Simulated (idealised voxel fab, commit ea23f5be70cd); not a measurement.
A process module follows: voxel wiring stack.
Each square cell in cross-section cut measures 5 nm, and the section as a whole is 270 nm wide.
How to read a cross-section here: the picture is a grid of square cells, written as bands going from the top down, and any band can span one or more rows of cells. Each band's line starts with the height of the band's top and of its bottom, in nm. Then come its materials from left to right, each with its width in nm. One material with "full width" fills the band from edge to edge. "air" is empty space. We count height from 0. Below that, the starting wafer is all one material. The lowest band never ends at the bottom but goes on down; see "0 and below" for how that is written. The width entry "30..40" should be interpreted row by row: the top row of cells in the band takes the first number, the bottom row takes the second number, and the change between adjacent rows is uniform throughout. You'll sometimes find "no modification" written for a step, and that's the way of saying that nowhere in the cross-section did a cell change during that step. This entry, "Unvented voids", enumerates those empty regions of no fewer than 8 cells that possess no open connection to the top. Each region is reported in the form width x height at distance, the distance being taken from the left edge, with all three quantities expressed in nm. Whatever follows a step's settings on its line is a remark the simulator itself makes about that step. If you see "overlay nm" on a step's line and that step has a mask, it's telling you how far right of where it was planned the mask ended up; a negative number means it went left instead.

Process steps foreseen in the plan:
1: RECEIVE,material Si
2: CONFORMAL_DEP,material SiO2,thk nm 15
3: CONFORMAL_DEP,material SiCN,thk nm 5
4: DIRECTIONAL_DEP,material SiO2,thk nm 25
5: MASKED_ETCH,tone open,mask id METAL_1,width nm 20,pitch nm 40,etch materials SiO2,depth nm 25,overlay nm 0
6: MASKED_ETCH,tone open,mask id METAL_1,width nm 20,pitch nm 40,etch materials SiCN,depth nm 5,overlay nm 0
7: CONFORMAL_DEP,material TiN,thk nm 5
8: FILL_DEP,material Cu,thk nm 5
9: CMP,height nm 45
10: EPI,material Ru,thk nm 5
11: FILL_DEP,material SiCN,thk nm 5
12: DIRECTIONAL_DEP,material lowk,thk nm 10
13: MASKED_ETCH,tone open,mask id PLUG_1,width nm 15,pitch nm 40,etch materials lowk,depth nm 10,overlay nm 0
14: MASKED_ETCH,tone open,mask id PLUG_1,width nm 15,pitch nm 40,etch materials SiCN,depth nm 5,overlay nm 0
15: CONFORMAL_DEP,material TiN,thk nm 5
16: FILL_DEP,material W,thk nm 10
17: CMP,height nm 65
18: DIRECTIONAL_DEP,material TiN,thk nm 5
19: DIRECTIONAL_DEP,material W,thk nm 25
20: MASKED_ETCH,tone cover,mask id METAL_2,width nm 20,pitch nm 40,etch materials W,depth nm 25,overlay nm 0
21: MASKED_ETCH,tone cover,mask id METAL_2,width nm 20,pitch nm 40,etch materials TiN,depth nm 5,overlay nm 0
22: CONFORMAL_DEP,material SiCN,thk nm 5
23: FILL_DEP,material lowk,thk nm 10
24: CMP,height nm 95
25: CONFORMAL_DEP,material SiCN,thk nm 5

The following pertains to the first of two wafers, which was processed as planned:

Incoming wafer in cross-section (state: after step 1):
	0 and below | Si full width
	Unvented voids: none

Upon completion of step 2, the wafer appears in cross-section as shown:
	15 down to 0 | SiO2 full width
	Under 0: no change, same as before.

Upon completion of step 3, the wafer appears in cross-section as shown:
	20 down to 15 | SiCN full width
	Under 15: no change, same as before.

Upon completion of step 4, the wafer appears in cross-section as shown:
	45 down to 20 | SiO2 full width
	Under 20: no change, same as before.

Upon completion of step 5, the wafer appears in cross-section as shown:
	45 down to 20 | 105 nm SiO2; 20 nm air; 20 nm SiO2; 20 nm air; 105 nm SiO2
	Under 20: no change, same as before.

Upon completion of step 6, the wafer appears in cross-section as shown:
	45 down to 20 | 105 nm SiO2; 20 nm air; 20 nm SiO2; 20 nm air; 105 nm SiO2
	20 down to 15 | 105 nm SiCN; 20 nm air; 20 nm SiCN; 20 nm air; 105 nm SiCN
	Under 15: no change, same as before.

Upon completion of step 7, the wafer appears in cross-section as shown:
	50 down to 45 | 110 nm TiN; 10 nm air; 30 nm TiN; 10 nm air; 110 nm TiN
	45 down to 20 | 105 nm SiO2; 5 nm TiN; 10 nm air; 5 nm TiN; 20 nm SiO2; 5 nm TiN; 10 nm air; 5 nm TiN; 105 nm SiO2
	20 down to 15 | 105 nm SiCN; 20 nm TiN; 20 nm SiCN; 20 nm TiN; 105 nm SiCN
	Under 15: no change, same as before.

Upon completion of step 8, the wafer appears in cross-section as shown:
	55 down to 50 | Cu full width
	50 down to 45 | 110 nm TiN; 10 nm Cu; 30 nm TiN; 10 nm Cu; 110 nm TiN
	45 down to 20 | 105 nm SiO2; 5 nm TiN; 10 nm Cu; 5 nm TiN; 20 nm SiO2; 5 nm TiN; 10 nm Cu; 5 nm TiN; 105 nm SiO2
	Under 20: no change, same as before.

Upon completion of step 9, the wafer appears in cross-section as shown:
	45 down to 20 | 105 nm SiO2; 5 nm TiN; 10 nm Cu; 5 nm TiN; 20 nm SiO2; 5 nm TiN; 10 nm Cu; 5 nm TiN; 105 nm SiO2
	Under 20: no change, same as before.

Upon completion of step 10, the wafer appears in cross-section as shown:
	50 down to 45 | 100 nm air; 30 nm Ru; 10 nm air; 30 nm Ru; 100 nm air
	Under 45: no change, same as before.

Upon completion of step 11, the wafer appears in cross-section as shown:
	55 down to 50 | SiCN full width
	50 down to 45 | 100 nm SiCN; 30 nm Ru; 10 nm SiCN; 30 nm Ru; 100 nm SiCN
	Under 45: no change, same as before.

Upon completion of step 12, the wafer appears in cross-section as shown:
	65 down to 55 | lowk full width
	Under 55: no change, same as before.

Upon completion of step 13, the wafer appears in cross-section as shown:
	65 down to 55 | 105 nm lowk; 15 nm air; 25 nm lowk; 15 nm air; 110 nm lowk
	Under 55: no change, same as before.

Upon completion of step 14, the wafer appears in cross-section as shown:
	65 down to 55 | 105 nm lowk; 15 nm air; 25 nm lowk; 15 nm air; 110 nm lowk
	55 down to 50 | 105 nm SiCN; 15 nm air; 25 nm SiCN; 15 nm air; 110 nm SiCN
	Under 50: no change, same as before.

Upon completion of step 15, the wafer appears in cross-section as shown:
	70 down to 65 | 110 nm TiN; 5 nm air; 35 nm TiN; 5 nm air; 115 nm TiN
	65 down to 55 | 105 nm lowk; 5 nm TiN; 5 nm air; 5 nm TiN; 25 nm lowk; 5 nm TiN; 5 nm air; 5 nm TiN; 110 nm lowk
	55 down to 50 | 105 nm SiCN; 15 nm TiN; 25 nm SiCN; 15 nm TiN; 110 nm SiCN
	Under 50: no change, same as before.

Upon completion of step 16, the wafer appears in cross-section as shown:
	80 down to 70 | W full width
	70 down to 65 | 110 nm TiN; 5 nm W; 35 nm TiN; 5 nm W; 115 nm TiN
	65 down to 55 | 105 nm lowk; 5 nm TiN; 5 nm W; 5 nm TiN; 25 nm lowk; 5 nm TiN; 5 nm W; 5 nm TiN; 110 nm lowk
	Under 55: no change, same as before.

Upon completion of step 17, the wafer appears in cross-section as shown:
	65 down to 55 | 105 nm lowk; 5 nm TiN; 5 nm W; 5 nm TiN; 25 nm lowk; 5 nm TiN; 5 nm W; 5 nm TiN; 110 nm lowk
	Under 55: no change, same as before.

Upon completion of step 18, the wafer appears in cross-section as shown:
	70 down to 65 | TiN full width
	Under 65: no change, same as before.

Upon completion of step 19, the wafer appears in cross-section as shown:
	95 down to 70 | W full width
	Under 70: no change, same as before.

Upon completion of step 20, the wafer appears in cross-section as shown:
	95 down to 70 | 105 nm air; 20 nm W; 20 nm air; 20 nm W; 105 nm air
	Under 70: no change, same as before.

Upon completion of step 21, the wafer appears in cross-section as shown:
	95 down to 70 | 105 nm air; 20 nm W; 20 nm air; 20 nm W; 105 nm air
	70 down to 65 | 105 nm air; 20 nm TiN; 20 nm air; 20 nm TiN; 105 nm air
	Under 65: no change, same as before.

Upon completion of step 22, the wafer appears in cross-section as shown:
	100 down to 95 | 100 nm air; 30 nm SiCN; 10 nm air; 30 nm SiCN; 100 nm air
	95 down to 70 | 100 nm air; 5 nm SiCN; 20 nm W; 5 nm SiCN; 10 nm air; 5 nm SiCN; 20 nm W; 5 nm SiCN; 100 nm air
	70 down to 65 | 105 nm SiCN; 20 nm TiN; 20 nm SiCN; 20 nm TiN; 105 nm SiCN
	Under 65: no change, same as before.

Upon completion of step 23, the wafer appears in cross-section as shown:
	110 down to 100 | lowk full width
	100 down to 95 | 100 nm lowk; 30 nm SiCN; 10 nm lowk; 30 nm SiCN; 100 nm lowk
	95 down to 70 | 100 nm lowk; 5 nm SiCN; 20 nm W; 5 nm SiCN; 10 nm lowk; 5 nm SiCN; 20 nm W; 5 nm SiCN; 100 nm lowk
	Under 70: no change, same as before.

Upon completion of step 24, the wafer appears in cross-section as shown:
	95 down to 70 | 100 nm lowk; 5 nm SiCN; 20 nm W; 5 nm SiCN; 10 nm lowk; 5 nm SiCN; 20 nm W; 5 nm SiCN; 100 nm lowk
	Under 70: no change, same as before.

Upon completion of step 25, the wafer appears in cross-section as shown:
	100 down to 95 | SiCN full width
	Under 95: no change, same as before.

Okay, second wafer. Nothing different at the start, nothing different in the plan, just one mistake somewhere in the running. As far as step 2, counting that step, it's the first wafer all over again:

Cross-section: second wafer, time at which step 3 was scheduled to end:
	40 down to 0 | SiO2 full width
	Under 0: no change, same as before.

Cross-section: second wafer, time at which step 4 was scheduled to end:
	45 down to 40 | SiCN full width
	Under 40: no change, same as before.

Cross-section: second wafer, time at which step 5 was scheduled to end: no modification

Cross-section: second wafer, time at which step 6 was scheduled to end:
	45 down to 40 | 105 nm SiCN; 20 nm air; 20 nm SiCN; 20 nm air; 105 nm SiCN
	Under 40: no change, same as before.

Cross-section: second wafer, time at which step 7 was scheduled to end:
	50 down to 45 | 110 nm TiN; 10 nm air; 30 nm TiN; 10 nm air; 110 nm TiN
	45 down to 40 | 105 nm SiCN; 20 nm TiN; 20 nm SiCN; 20 nm TiN; 105 nm SiCN
	Under 40: no change, same as before.

Cross-section: second wafer, time at which step 8 was scheduled to end:
	55 down to 50 | Cu full width
	50 down to 45 | 110 nm TiN; 10 nm Cu; 30 nm TiN; 10 nm Cu; 110 nm TiN
	Under 45: no change, same as before.

Cross-section: second wafer, time at which step 9 was scheduled to end:
	45 down to 40 | 105 nm SiCN; 20 nm TiN; 20 nm SiCN; 20 nm TiN; 105 nm SiCN
	Under 40: no change, same as before.

Cross-section: second wafer, time at which step 10 was scheduled to end:
	50 down to 45 | 100 nm air; 30 nm Ru; 10 nm air; 30 nm Ru; 100 nm air
	Under 45: no change, same as before.

Cross-section: second wafer, time at which step 11 was scheduled to end:
	55 down to 50 | SiCN full width
	50 down to 45 | 100 nm SiCN; 30 nm Ru; 10 nm SiCN; 30 nm Ru; 100 nm SiCN
	Under 45: no change, same as before.

Cross-section: second wafer, time at which step 12 was scheduled to end:
	65 down to 55 | lowk full width
	Under 55: no change, same as before.

Cross-section: second wafer, time at which step 13 was scheduled to end:
	65 down to 55 | 105 nm lowk; 15 nm air; 25 nm lowk; 15 nm air; 110 nm lowk
	Under 55: no change, same as before.

Cross-section: second wafer, time at which step 14 was scheduled to end:
	65 down to 55 | 105 nm lowk; 15 nm air; 25 nm lowk; 15 nm air; 110 nm lowk
	55 down to 50 | 105 nm SiCN; 15 nm air; 25 nm SiCN; 15 nm air; 110 nm SiCN
	Under 50: no change, same as before.

Cross-section: second wafer, time at which step 15 was scheduled to end:
	70 down to 65 | 110 nm TiN; 5 nm air; 35 nm TiN; 5 nm air; 115 nm TiN
	65 down to 55 | 105 nm lowk; 5 nm TiN; 5 nm air; 5 nm TiN; 25 nm lowk; 5 nm TiN; 5 nm air; 5 nm TiN; 110 nm lowk
	55 down to 50 | 105 nm SiCN; 15 nm TiN; 25 nm SiCN; 15 nm TiN; 110 nm SiCN
	Under 50: no change, same as before.

Cross-section: second wafer, time at which step 16 was scheduled to end:
	80 down to 70 | W full width
	70 down to 65 | 110 nm TiN; 5 nm W; 35 nm TiN; 5 nm W; 115 nm TiN
	65 down to 55 | 105 nm lowk; 5 nm TiN; 5 nm W; 5 nm TiN; 25 nm lowk; 5 nm TiN; 5 nm W; 5 nm TiN; 110 nm lowk
	Under 55: no change, same as before.

Cross-section: second wafer, time at which step 17 was scheduled to end:
	65 down to 55 | 105 nm lowk; 5 nm TiN; 5 nm W; 5 nm TiN; 25 nm lowk; 5 nm TiN; 5 nm W; 5 nm TiN; 110 nm lowk
	Under 55: no change, same as before.

Cross-section: second wafer, time at which step 18 was scheduled to end:
	70 down to 65 | TiN full width
	Under 65: no change, same as before.

Cross-section: second wafer, time at which step 19 was scheduled to end:
	95 down to 70 | W full width
	Under 70: no change, same as before.

Cross-section: second wafer, time at which step 20 was scheduled to end:
	95 down to 70 | 105 nm air; 20 nm W; 20 nm air; 20 nm W; 105 nm air
	Under 70: no change, same as before.

Cross-section: second wafer, time at which step 21 was scheduled to end:
	95 down to 70 | 105 nm air; 20 nm W; 20 nm air; 20 nm W; 105 nm air
	70 down to 65 | 105 nm air; 20 nm TiN; 20 nm air; 20 nm TiN; 105 nm air
	Under 65: no change, same as before.

Cross-section: second wafer, time at which step 22 was scheduled to end:
	100 down to 95 | 100 nm air; 30 nm SiCN; 10 nm air; 30 nm SiCN; 100 nm air
	95 down to 70 | 100 nm air; 5 nm SiCN; 20 nm W; 5 nm SiCN; 10 nm air; 5 nm SiCN; 20 nm W; 5 nm SiCN; 100 nm air
	70 down to 65 | 105 nm SiCN; 20 nm TiN; 20 nm SiCN; 20 nm TiN; 105 nm SiCN
	Under 65: no change, same as before.

Cross-section: second wafer, time at which step 23 was scheduled to end:
	110 down to 100 | lowk full width
	100 down to 95 | 100 nm lowk; 30 nm SiCN; 10 nm lowk; 30 nm SiCN; 100 nm lowk
	95 down to 70 | 100 nm lowk; 5 nm SiCN; 20 nm W; 5 nm SiCN; 10 nm lowk; 5 nm SiCN; 20 nm W; 5 nm SiCN; 100 nm lowk
	Under 70: no change, same as before.

Cross-section: second wafer, time at which step 24 was scheduled to end:
	95 down to 70 | 100 nm lowk; 5 nm SiCN; 20 nm W; 5 nm SiCN; 10 nm lowk; 5 nm SiCN; 20 nm W; 5 nm SiCN; 100 nm lowk
	Under 70: no change, same as before.

Cross-section: second wafer, time at which step 25 was scheduled to end:
	100 down to 95 | SiCN full width
	Under 95: no change, same as before.
Processing error: plan vs actual: 3 and 4 interchanged
Per the end-of-run cell counts, the second wafer holds more or fewer of some materials than the first: Cu: 20 fewer | SiO2: 40 more | TiN: 20 fewer
